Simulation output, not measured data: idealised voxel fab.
Process module, titled voxel self aligned contacts
The cross-section on display is named cut; it measures 220 nm wide, and its cells are 5 nm squares.
Cross-section = grid of square cells, listed top down in bands; band = one or more rows. First you get the band's top height and its bottom height, in nm, and then the materials it's made of, left to right, with each width in nm. If you see a single material with "all across", that one covers the band edge to edge. "blank" is empty space. We count height from 0. Below that, the starting wafer is all one material. The lowest band never ends at the bottom but goes on down; see "top 0, no bottom" for how that is written. Width: "30..40" (first number = top row, second number = bottom row, same change from row to row of cells). Key: "no alteration" - step with no changed cell in the cross-section. Each empty space that has no open way to the top and spans at least 8 cells appears under "Closed voids list" as width x height at distance, the distance counted from the left edge, all in nm. Whatever follows a step's settings on its line is a remark the simulator itself makes about that step. What "overlay nm" on a step's line means: if the step has a mask, that mask lay this far to the right of its planned place, or, when the value is negative, to the left.

[List of planned process steps]
1) RECEIVE, material Si
2) OXIDIZE, depth nm 5
3) DIRECTIONAL_DEP, material polySi, thk nm 30
4) DIRECTIONAL_DEP, material SiN, thk nm 25
5) PATTERN, tone cover, mask id GATE, material resist, width nm 30, pitch nm 70, thk nm 15, overlay nm 0
6) DIRECTIONAL_ETCH, etch materials SiN, depth nm 25
7) DIRECTIONAL_ETCH, etch materials polySi, depth nm 30
8) STRIP, etch materials resist
9) CONFORMAL_DEP, material SiN, thk nm 10
10) DIRECTIONAL_ETCH, etch materials SiN, depth nm 10
11) FILL_DEP, material SiO2, thk nm 15
12) CMP, height nm 60
13) PATTERN, tone open, mask id CONTACT, material resist, width nm 50, pitch nm 70, thk nm 15, overlay nm 0
14) DIRECTIONAL_ETCH, etch materials SiO2, depth nm 65
15) STRIP, etch materials resist
16) CONFORMAL_DEP, material TiN, thk nm 5
17) FILL_DEP, material W, thk nm 10
18) CMP, height nm 60
19) CONFORMAL_DEP, material SiN, thk nm 5

[Cross-sectional view of the wafer in its as-received condition, corresponding to the state after step 1]
> top 0, no bottom = Si all across
> Closed voids list: none

[Below is the wafer in cross-section after the module was completed. It began from the starting point shown above and followed the plan shown above, except that one mistake was made while running it]
> top 80, bottom 75 = SiN all across
> top 75, bottom 65 = W all across
> top 65, bottom 60 = TiN=55  W=40  TiN=30  W=40  TiN=55
> top 60, bottom 55 = SiO2=50  TiN=20  W=10  TiN=20  SiO2=20  TiN=20  W=10  TiN=20  SiO2=50
> top 55, bottom 30 = SiO2=15  SiN=50  TiN=5  W=10  TiN=5  SiN=50  TiN=5  W=10  TiN=5  SiN=50  SiO2=15
> top 30, bottom 0 = SiO2=15  SiN=10  polySi=30  SiN=10  TiN=5  W=10  TiN=5  SiN=10  polySi=30  SiN=10  TiN=5  W=10  TiN=5  SiN=10  polySi=30  SiN=10  SiO2=15
> top 0, bottom -5 = SiO2=65  TiN=20  SiO2=50  TiN=20  SiO2=65
> top -5, no bottom = Si all across
> Closed voids list: none
Which mistake was made when the wafer was run? step 18 from the plan never happened, it was just skipped
